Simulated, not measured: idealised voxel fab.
The name of this process module is voxel trench capacitor.
Xsec cut, 260 nm wide, square cell size 5 nm.
Cross-section = grid of square cells, listed top down in bands; band = one or more rows.
Heads up on the band format: heights come first, top then bottom, in nm. After that it's the materials left to right, each with its width in nm. A single material flagged "throughout" fills the whole band edge to edge, and "empty" means there's empty space there.
Beneath 0, the wafer as received is one material, and that level is where height counting begins. The lowest band goes on downward without a bottom; it is written like "z 0 and below".
Width "30 to 40": first value at the band's top row of cells, second value at its bottom row, equal change from row to row.
"nothing was modified" means the step left every cell of the cross-section as it was.
"Enclosed voids" enumerates empty spaces isolated from the top, with no open way to it, that contain at least 8 cells, giving each as width x height at distance from the left edge, all three in nm.
Read whatever lies past the settings on a step's line as the simulator's own remark about the step.
"overlay nm" denotes, for a step that has a mask, the displacement of the mask to the right of its planned place, with negative values corresponding to the left.

The process steps that were planned are listed below:
1) RECEIVE | material Si
2) CONFORMAL_DEP | material SiN | thk nm 10
3) DIRECTIONAL_DEP | material aC | thk nm 15
4) PATTERN | tone open | mask id TRENCH | material resist | width nm 30 | pitch nm 55 | thk nm 30 | overlay nm 0
5) DIRECTIONAL_ETCH | etch materials aC | depth nm 15
6) STRIP | etch materials resist
7) DIRECTIONAL_ETCH | etch materials SiN | depth nm 10
8) DIRECTIONAL_ETCH | etch materials Si | depth nm 30
9) STRIP | etch materials aC
10) CONFORMAL_DEP | material HfO2 | thk nm 5
11) CONFORMAL_DEP | material TiN | thk nm 5
12) FILL_DEP | material W | thk nm 10
13) CMP | height nm 10

As-received wafer cross-section (after step 1):
* z 0 and below: Si throughout
* Enclosed voids: none

first wafer at the end, as planned:
* z 10 to 0: SiN (30); HfO2 (5); TiN (5); W (10); TiN (5); HfO2 (5); SiN (25); HfO2 (5); TiN (5); W (10); TiN (5); HfO2 (5); SiN (25); HfO2 (5); TiN (5); W (10); TiN (5); HfO2 (5); SiN (25); HfO2 (5); TiN (5); W (10); TiN (5); HfO2 (5); SiN (35)
* z 0 to -20: Si (30); HfO2 (5); TiN (5); W (10); TiN (5); HfO2 (5); Si (25); HfO2 (5); TiN (5); W (10); TiN (5); HfO2 (5); Si (25); HfO2 (5); TiN (5); W (10); TiN (5); HfO2 (5); Si (25); HfO2 (5); TiN (5); W (10); TiN (5); HfO2 (5); Si (35)
* z -20 to -25: Si (30); HfO2 (5); TiN (20); HfO2 (5); Si (25); HfO2 (5); TiN (20); HfO2 (5); Si (25); HfO2 (5); TiN (20); HfO2 (5); Si (25); HfO2 (5); TiN (20); HfO2 (5); Si (35)
* z -25 to -30: Si (30); HfO2 (30); Si (25); HfO2 (30); Si (25); HfO2 (30); Si (25); HfO2 (30); Si (35)
* z -30 and below: Si throughout
* Enclosed voids: none

Cross-section of the latter of the two wafers at module completion. It had an identical start and an identical plan to the former; in running it, one mistake was made:
* z 10 to 0: W (20); TiN (5); HfO2 (5); SiN (30); HfO2 (5); TiN (5); W (5); TiN (5); HfO2 (5); SiN (30); HfO2 (5); TiN (5); W (5); TiN (5); HfO2 (5); SiN (30); HfO2 (5); TiN (5); W (5); TiN (5); HfO2 (5); SiN (30); HfO2 (5); TiN (5); W (25)
* z 0 to -20: W (20); TiN (5); HfO2 (5); Si (30); HfO2 (5); TiN (5); W (5); TiN (5); HfO2 (5); Si (30); HfO2 (5); TiN (5); W (5); TiN (5); HfO2 (5); Si (30); HfO2 (5); TiN (5); W (5); TiN (5); HfO2 (5); Si (30); HfO2 (5); TiN (5); W (25)
* z -20 to -25: TiN (25); HfO2 (5); Si (30); HfO2 (5); TiN (15); HfO2 (5); Si (30); HfO2 (5); TiN (15); HfO2 (5); Si (30); HfO2 (5); TiN (15); HfO2 (5); Si (30); HfO2 (5); TiN (30)
* z -25 to -30: HfO2 (30); Si (30); HfO2 (25); Si (30); HfO2 (25); Si (30); HfO2 (25); Si (30); HfO2 (35)
* z -30 and below: Si throughout
* Enclosed voids: none
Diagnosis: step 4 ran as: PATTERN | tone cover | mask id TRENCH | material resist | width nm 30 | pitch nm 55 | thk nm 30 | overlay nm 0
FYI, end of process, the second wafer has more or fewer cells of some materials than the first: 4 more of HfO2; 24 fewer of Si; 8 fewer of SiN; 4 more of TiN; 24 more of W
